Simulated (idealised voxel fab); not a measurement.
Documented hereafter: the process module known as voxel ribs on slabs.
Cross-section cut spans 270 nm and uses square cells 5 nm in size.
For the purposes of this document, a cross-section shall be understood as a grid of square cells, specified as bands listed in top-to-bottom order, each band consisting of one or more rows of cells.
In this notation a band is specified by the heights of its top and bottom, in that order and in nm, after which its materials appear from left to right, each paired with its width in nm. The word "full width" attached to a single material means that material fills the band from edge to edge; the word "blank" stands for empty space.
For the purposes of this specification, 0 denotes the height below which the wafer in its as-received condition is composed wholly of one material, and the lowermost band, lacking a lower limit, extends downward without end, as expressed in "0 down".
The two numbers in a width such as "30..40" mark its ends across the band: the first belongs to the top row of cells, the second to the bottom row, and from each row to the next the width moves by the same amount.
No cell of the cross-section changed in a step that is given as "no modification".
The entry titled "Closed void catalog" provides the empty spaces that have no open way to the top, restricted to those of 8 cells or more. Each is presented as width x height at distance, the distance being measured from the left edge, with all three in nm.
Note: text after step settings on the step line = simulator remark on that step.
A step's line can hold "overlay nm"; with a mask on that step, the setting says how far right of the planned place the mask lay, while a negative setting says it lay to the left.
Process steps (planned)
1) RECEIVE, material Si
2) DIRECTIONAL_DEP, material SiO2, thk nm 30
3) DIRECTIONAL_DEP, material polySi, thk nm 20
4) PATTERN, tone cover, mask id RIB, material resist, width nm 30, thk nm 20, overlay nm 0
5) DIRECTIONAL_ETCH, etch materials polySi, depth nm 10
6) STRIP, etch materials resist
7) MASKED_ETCH, tone cover, mask id SLAB, width nm 60, etch materials polySi, depth nm 10, overlay nm 0
8) FILL_DEP, material SiO2, thk nm 20
9) CMP, height nm 60
10) DIRECTIONAL_DEP, material W, thk nm 5
11) MASKED_ETCH, tone cover, mask id HEATER, width nm 40, etch materials W, depth nm 5, overlay nm 0
12) CONFORMAL_DEP, material SiO2, thk nm 5
Incoming wafer in cross-section (state: after step 1)
> 0 down  Si full width
> Closed void catalog: none
This is how the wafer looks in cross-section once the module is done, given the starting state and plan above and one mistake in carrying the plan out
> 70 to 65  120 SiO2 | 30 blank | 120 SiO2
> 65 to 60  115 W | 40 SiO2 | 115 W
> 60 to 50  SiO2 full width
> 50 to 40  120 SiO2 | 30 polySi | 120 SiO2
> 40 to 30  105 SiO2 | 60 polySi | 105 SiO2
> 30 to 0  SiO2 full width
> 0 down  Si full width
> Closed void catalog: none
Deviation from plan: step 11 off recipe, ran as MASKED_ETCH, tone open, mask id HEATER, width nm 40, etch materials W, depth nm 5, overlay nm 0
